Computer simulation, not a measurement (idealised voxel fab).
process module | voxel wiring stack
cross-section cut | 260 nm wide | cells 5 nm
A cross-section is a grid of square cells, given in bands from the top down. A band is one or more rows of cells.
Each band's line starts with the height of the band's top and of its bottom, in nm. Then come its materials from left to right, each with its width in nm. One material with "throughout" fills the band from edge to edge. "air" is empty space.
Height 0 is the level under which the wafer as received is all one material. The lowest band goes on downwards, as in "0 down".
A width such as "30 to 40" changes by the same amount from each row of cells to the next, from the band's top row to its bottom row.
"no change" after a step means that no cell of the cross-section changed.
closed voids: empty space of 8 cells or more with no open way to the top, each as width x height at its distance from the left edge, in nm
after a step's settings: what the simulator itself notes on the step
overlay nm, on a step with a mask: how far to the right of its planned place the mask lay; to the left if negative
plan
1 op RECEIVE | material Si
2 op CONFORMAL_DEP | material SiO2 | thk nm 15
3 op CONFORMAL_DEP | material SiN | thk nm 5
4 op DIRECTIONAL_DEP | material SiO2 | thk nm 15
5 op PATTERN | tone open | mask id METAL_1 | material resist | width nm 30 | pitch nm 60 | thk nm 15 | overlay nm 0
6 op DIRECTIONAL_ETCH | etch materials SiO2 | depth nm 15
7 op DIRECTIONAL_ETCH | etch materials SiN | depth nm 5
8 op STRIP | etch materials resist
9 op CONFORMAL_DEP | material TiN | thk nm 5
10 op FILL_DEP | material W | thk nm 5
11 op CMP | height nm 35
12 op EPI | material Ru | thk nm 5
13 op FILL_DEP | material SiCN | thk nm 5
14 op DIRECTIONAL_DEP | material lowk | thk nm 30
15 op DIRECTIONAL_DEP | material aC | thk nm 10
16 op PATTERN | tone open | mask id METAL_2 | material resist | width nm 30 | pitch nm 60 | thk nm 25 | overlay nm 0
17 op DIRECTIONAL_ETCH | etch materials aC | depth nm 10
18 op STRIP | etch materials resist
19 op DIRECTIONAL_ETCH | etch materials lowk | depth nm 20
20 op STRIP | etch materials aC
21 op DIRECTIONAL_DEP | material aC | thk nm 15
22 op PATTERN | tone open | mask id METAL_2_HOLES | material resist | width nm 15 | pitch nm 120 | thk nm 30 | overlay nm 0
23 op DIRECTIONAL_ETCH | etch materials aC | depth nm 15
24 op STRIP | etch materials resist
25 op DIRECTIONAL_ETCH | etch materials lowk | depth nm 10
26 op DIRECTIONAL_ETCH | etch materials SiCN | depth nm 5
27 op STRIP | etch materials aC
28 op CONFORMAL_DEP | material TiN | thk nm 5
29 op FILL_DEP | material Cu | thk nm 5
30 op CMP | height nm 75
31 op CONFORMAL_DEP | material SiCN | thk nm 5
32 op DIRECTIONAL_DEP | material lowk | thk nm 15
33 op MASKED_ETCH | tone open | mask id PLUG_2 | width nm 15 | pitch nm 120 | etch materials lowk | depth nm 15 | overlay nm 0
34 op MASKED_ETCH | tone open | mask id PLUG_2 | width nm 15 | pitch nm 120 | etch materials SiCN | depth nm 5 | overlay nm 0
35 op EPI | material Ru | thk nm 10
36 op EPI | material Ru | thk nm 10
37 op DIRECTIONAL_DEP | material TiN | thk nm 5
38 op DIRECTIONAL_DEP | material Ru | thk nm 15
39 op MASKED_ETCH | tone cover | mask id METAL_3 | width nm 30 | pitch nm 60 | etch materials Ru | depth nm 25 | overlay nm 0
40 op MASKED_ETCH | tone cover | mask id METAL_3 | width nm 30 | pitch nm 60 | etch materials TiN | depth nm 5 | overlay nm 0
41 op CONFORMAL_DEP | material SiN | thk nm 5
42 op FILL_DEP | material SiO2 | thk nm 5
43 op CMP | height nm 125
44 op CONFORMAL_DEP | material SiN | thk nm 5
varied across the wafers: thk nm of step 38. The plan shows the first wafer's value. All wafers start alike
first wafer as received, after step 1
  0 down: Si throughout
  closed voids: none
first wafer at the end, after step 44
  130 to 125: SiN throughout
  125 to 120: SiO2 throughout
  120 to 115: SiO2 50 | SiN 40 | SiO2 20 | SiN 40 | SiO2 20 | SiN 40 | SiO2 50
  115 to 100: SiO2 50 | SiN 5 | Ru 30 | SiN 5 | SiO2 20 | SiN 5 | Ru 30 | SiN 5 | SiO2 20 | SiN 5 | Ru 30 | SiN 5 | SiO2 50
  100 to 95: SiN 55 | TiN 30 | SiN 30 | TiN 30 | SiN 30 | TiN 30 | SiN 55
  95 to 80: lowk 55 | Ru 15 | lowk 105 | Ru 15 | lowk 70
  80 to 75: SiCN 55 | Ru 15 | SiCN 105 | Ru 15 | SiCN 70
  75 to 60: lowk 55 | TiN 5 | Cu 20 | TiN 5 | lowk 30 | TiN 5 | Cu 20 | TiN 5 | lowk 30 | TiN 5 | Cu 20 | TiN 5 | lowk 55
  60 to 55: lowk 55 | TiN 5 | Cu 5 | TiN 20 | lowk 30 | TiN 30 | lowk 30 | TiN 5 | Cu 5 | TiN 20 | lowk 55
  55 to 45: lowk 55 | TiN 5 | Cu 5 | TiN 5 | lowk 105 | TiN 5 | Cu 5 | TiN 5 | lowk 70
  45 to 40: SiCN 55 | TiN 15 | SiCN 105 | TiN 15 | SiCN 70
  40 to 35: SiCN 50 | Ru 40 | SiCN 20 | Ru 40 | SiCN 20 | Ru 40 | SiCN 50
  35 to 20: SiO2 55 | TiN 5 | W 20 | TiN 5 | SiO2 30 | TiN 5 | W 20 | TiN 5 | SiO2 30 | TiN 5 | W 20 | TiN 5 | SiO2 55
  20 to 15: SiN 55 | TiN 30 | SiN 30 | TiN 30 | SiN 30 | TiN 30 | SiN 55
  15 to 0: SiO2 throughout
  0 down: Si throughout
  closed voids: none
last wafer at the end
  130 to 125: SiN throughout
  125 to 120: SiO2 50 | SiN 5 | Ru 30 | SiN 5 | SiO2 20 | SiN 5 | Ru 30 | SiN 5 | SiO2 20 | SiN 5 | Ru 30 | SiN 5 | SiO2 50
  120 to 115: SiN 55 | Ru 30 | SiN 30 | Ru 30 | SiN 30 | Ru 30 | SiN 55
  115 to 100: Ru throughout
  100 to 95: TiN throughout
  95 to 80: lowk 55 | Ru 15 | lowk 105 | Ru 15 | lowk 70
  80 to 75: SiCN 55 | Ru 15 | SiCN 105 | Ru 15 | SiCN 70
  75 to 60: lowk 55 | TiN 5 | Cu 20 | TiN 5 | lowk 30 | TiN 5 | Cu 20 | TiN 5 | lowk 30 | TiN 5 | Cu 20 | TiN 5 | lowk 55
  60 to 55: lowk 55 | TiN 5 | Cu 5 | TiN 20 | lowk 30 | TiN 30 | lowk 30 | TiN 5 | Cu 5 | TiN 20 | lowk 55
  55 to 45: lowk 55 | TiN 5 | Cu 5 | TiN 5 | lowk 105 | TiN 5 | Cu 5 | TiN 5 | lowk 70
  45 to 40: SiCN 55 | TiN 15 | SiCN 105 | TiN 15 | SiCN 70
  40 to 35: SiCN 50 | Ru 40 | SiCN 20 | Ru 40 | SiCN 20 | Ru 40 | SiCN 50
  35 to 20: SiO2 55 | TiN 5 | W 20 | TiN 5 | SiO2 30 | TiN 5 | W 20 | TiN 5 | SiO2 30 | TiN 5 | W 20 | TiN 5 | SiO2 55
  20 to 15: SiN 55 | TiN 30 | SiN 30 | TiN 30 | SiN 30 | TiN 30 | SiN 55
  15 to 0: SiO2 throughout
  0 down: Si throughout
  closed voids: none
each wafer at the end: cells of each material gained (+) or lost (-) since it was received, then its closed voids
thk nm 15 | +42 Cu | +102 Ru | +120 SiCN | +162 SiN | +422 SiO2 | +102 TiN | +36 W | +366 lowk | closed voids: none
thk nm 20 | +42 Cu | +120 Ru | +120 SiCN | +168 SiN | +398 SiO2 | +102 TiN | +36 W | +366 lowk | closed voids: none
thk nm 25 | +42 Cu | +138 Ru | +120 SiCN | +150 SiN | +398 SiO2 | +102 TiN | +36 W | +366 lowk | closed voids: none
thk nm 30 | +42 Cu | +172 Ru | +120 SiCN | +138 SiN | +342 SiO2 | +136 TiN | +36 W | +366 lowk | closed voids: none
thk nm 35 | +42 Cu | +206 Ru | +120 SiCN | +132 SiN | +314 SiO2 | +136 TiN | +36 W | +366 lowk | closed voids: none
thk nm 40 | +42 Cu | +240 Ru | +120 SiCN | +126 SiN | +286 SiO2 | +136 TiN | +36 W | +366 lowk | closed voids: none
